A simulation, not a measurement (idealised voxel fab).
Name of the process module below: voxel ribs on slabs
We display cut, a cross-section 220 nm in width whose square cells are each 5 nm.
A cross-section is a grid of square cells, given in bands from the top down. A band is one or more rows of cells.
Look at the band entry: it leads with the top's height and the bottom's height in nm. Then it lists the materials left to right, with a width in nm for each. The word "edge to edge" on a single material says that material fills the band edge to edge. The word "blank" is empty space.
Convention: height 0 is the level below which the wafer, as received, is all one material. The lowest band does not terminate at the bottom but continues downward, represented as "0..down".
Width spec "30..40" -> top row of cells at first value, bottom row at second value, equal per-row change in between.
Where the words "no modifications" appear for a step, the cross-section shows no cell changed by that step; every cell remained as before.
The label "Completely sealed voids" introduces a list of the empty spaces, 8 cells or larger, that have no open way up to the top; each entry in it reads width x height at distance, where the distance is taken from the left edge and all three are stated in nm.
Heads up: the bit after the settings on a step's line is the simulator's remark on that step.
"overlay nm" answers the question of how far to the right of plan the mask lay on a step that has a mask, and when it is negative the answer is to the left.
**Planned process steps**
1,RECEIVE, material Si
2,DIRECTIONAL_DEP, material SiO2, thk nm 30
3,DIRECTIONAL_DEP, material polySi, thk nm 15
4,PATTERN, tone cover, mask id RIB, material resist, width nm 20, thk nm 15, overlay nm 0
5,DIRECTIONAL_ETCH, etch materials polySi, depth nm 10
6,STRIP, etch materials resist
7,MASKED_ETCH, tone cover, mask id SLAB, width nm 70, etch materials polySi, depth nm 5, overlay nm 0
8,FILL_DEP, material SiO2, thk nm 15
9,CMP, height nm 55
10,DIRECTIONAL_DEP, material TiN, thk nm 5
11,DIRECTIONAL_DEP, material aC, thk nm 15
12,PATTERN, tone cover, mask id HEATER, material resist, width nm 30, thk nm 35, overlay nm 0
13,DIRECTIONAL_ETCH, etch materials aC, depth nm 15
14,STRIP, etch materials resist
15,DIRECTIONAL_ETCH, etch materials TiN, depth nm 5
16,STRIP, etch materials aC
17,CONFORMAL_DEP, material SiO2, thk nm 5
**Cross-section of the incoming wafer, state after step 1**
> 0..down = Si edge to edge
> Completely sealed voids: none
**Cross-sectional image of the first of two wafers at the end of the module, the run having proceeded as planned**
> 65..60 = blank 90 nm, SiO2 40 nm, blank 90 nm
> 60..55 = SiO2 95 nm, TiN 30 nm, SiO2 95 nm
> 55..45 = SiO2 edge to edge
> 45..35 = SiO2 100 nm, polySi 20 nm, SiO2 100 nm
> 35..30 = SiO2 75 nm, polySi 70 nm, SiO2 75 nm
> 30..0 = SiO2 edge to edge
> 0..down = Si edge to edge
> Completely sealed voids: none
**Wafer two, sectioned after the module: the first wafer's start, the first wafer's plan, and one mistake in how it was run**
> 65..60 = blank 90 nm, SiO2 40 nm, blank 90 nm
> 60..55 = SiO2 95 nm, TiN 30 nm, SiO2 95 nm
> 55..45 = SiO2 edge to edge
> 45..35 = SiO2 100 nm, polySi 20 nm, SiO2 100 nm
> 35..30 = SiO2 70 nm, polySi 80 nm, SiO2 70 nm
> 30..0 = SiO2 edge to edge
> 0..down = Si edge to edge
> Completely sealed voids: none
What broke from the plan during processing? rather than as planned, step 7 actually ran as MASKED_ETCH, tone cover, mask id SLAB, width nm 80, etch materials polySi, depth nm 5, overlay nm 0
Count the cells at the end and the second wafer has more or fewer of some materials than the first: SiO2: 2 fewer; polySi: 2 more
